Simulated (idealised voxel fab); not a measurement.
The name of this process module is voxel trench capacitor.
Pictured: cross-section cut, 265 nm wide, on a grid of 5 nm square cells.
When this document writes out a cross-section, it uses a grid of square cells and lists it as bands, beginning at the top and moving down, with a band standing for one or more rows of cells.
Heights first: top, then bottom, in nm. Then materials, left to right, each with a width in nm. "everywhere" on a single material: fills the band edge to edge. "empty": empty space.
Measure heights from 0. That's the level where, below it, the as-received wafer is all one material. The lowest band is bottomless and extends downward; write it as in "0 nm and below".
Think of "30->40" as a width that walks from the first number to the second as you go down the band, top row to bottom row, taking equal-sized steps from row to row.
When a step is marked "everything unchanged", none of the cells in the cross-section changed during that step.
"Cavities, sealed" means: voids of 8 cells or more that are shut off from the top with no open way through. Written width x height at distance, distance from the left edge, in nm.
Post-settings text on a step line: simulator's own remark regarding the step.
overlay nm: how far to the right of its planned place the mask lay on this masked step (negative: to the left).
## plan
1) op RECEIVE | material Si
2) op CONFORMAL_DEP | material SiN | thk nm 5
3) op MASKED_ETCH | tone open | mask id TRENCH | width nm 25 | pitch nm 45 | etch materials SiN | depth nm 5 | overlay nm 0
4) op MASKED_ETCH | tone open | mask id TRENCH | width nm 25 | pitch nm 45 | etch materials Si | depth nm 30 | overlay nm 0
5) op CONFORMAL_DEP | material HfO2 | thk nm 5
6) op CONFORMAL_DEP | material TiN | thk nm 5
7) op FILL_DEP | material W | thk nm 5
8) op CMP | height nm 5
## As received (post step 1): cross-section
0 nm and below: Si everywhere
Cavities, sealed: none
## Here's the cross-section of the first of our two wafers at the end of the module - it ran as planned
5 nm to 0 nm: SiN 75 nm, HfO2 5 nm, TiN 5 nm, W 5 nm, TiN 5 nm, HfO2 5 nm, SiN 20 nm, HfO2 5 nm, TiN 5 nm, W 5 nm, TiN 5 nm, HfO2 5 nm, SiN 20 nm, HfO2 5 nm, TiN 5 nm, W 5 nm, TiN 5 nm, HfO2 5 nm, SiN 75 nm
0 nm to -20 nm: Si 75 nm, HfO2 5 nm, TiN 5 nm, W 5 nm, TiN 5 nm, HfO2 5 nm, Si 20 nm, HfO2 5 nm, TiN 5 nm, W 5 nm, TiN 5 nm, HfO2 5 nm, Si 20 nm, HfO2 5 nm, TiN 5 nm, W 5 nm, TiN 5 nm, HfO2 5 nm, Si 75 nm
-20 nm to -25 nm: Si 75 nm, HfO2 5 nm, TiN 15 nm, HfO2 5 nm, Si 20 nm, HfO2 5 nm, TiN 15 nm, HfO2 5 nm, Si 20 nm, HfO2 5 nm, TiN 15 nm, HfO2 5 nm, Si 75 nm
-25 nm to -30 nm: Si 75 nm, HfO2 25 nm, Si 20 nm, HfO2 25 nm, Si 20 nm, HfO2 25 nm, Si 75 nm
-30 nm and below: Si everywhere
Cavities, sealed: none
## End of module, second wafer, cross-section. Started like the first, planned like the first, run with one mistake
5 nm to 0 nm: SiN 75 nm, HfO2 10 nm, TiN 5 nm, HfO2 10 nm, SiN 20 nm, HfO2 10 nm, TiN 5 nm, HfO2 10 nm, SiN 20 nm, HfO2 10 nm, TiN 5 nm, HfO2 10 nm, SiN 75 nm
0 nm to -25 nm: Si 80 nm, HfO2 5 nm, TiN 5 nm, HfO2 5 nm, Si 30 nm, HfO2 5 nm, TiN 5 nm, HfO2 5 nm, Si 30 nm, HfO2 5 nm, TiN 5 nm, HfO2 5 nm, Si 80 nm
-25 nm to -30 nm: Si 80 nm, HfO2 15 nm, Si 30 nm, HfO2 15 nm, Si 30 nm, HfO2 15 nm, Si 80 nm
-30 nm and below: Si everywhere
Cavities, sealed: none
Misprocessing identified: step 4 ran with different settings than intended, the actual operation and settings being op MASKED_ETCH | tone open | mask id TRENCH | width nm 15 | pitch nm 45 | etch materials Si | depth nm 30 | overlay nm 0
Wrapping up, a cell-based count of both wafers puts the second over or under the first for these materials: 36 more of Si; 21 fewer of TiN; 15 fewer of W
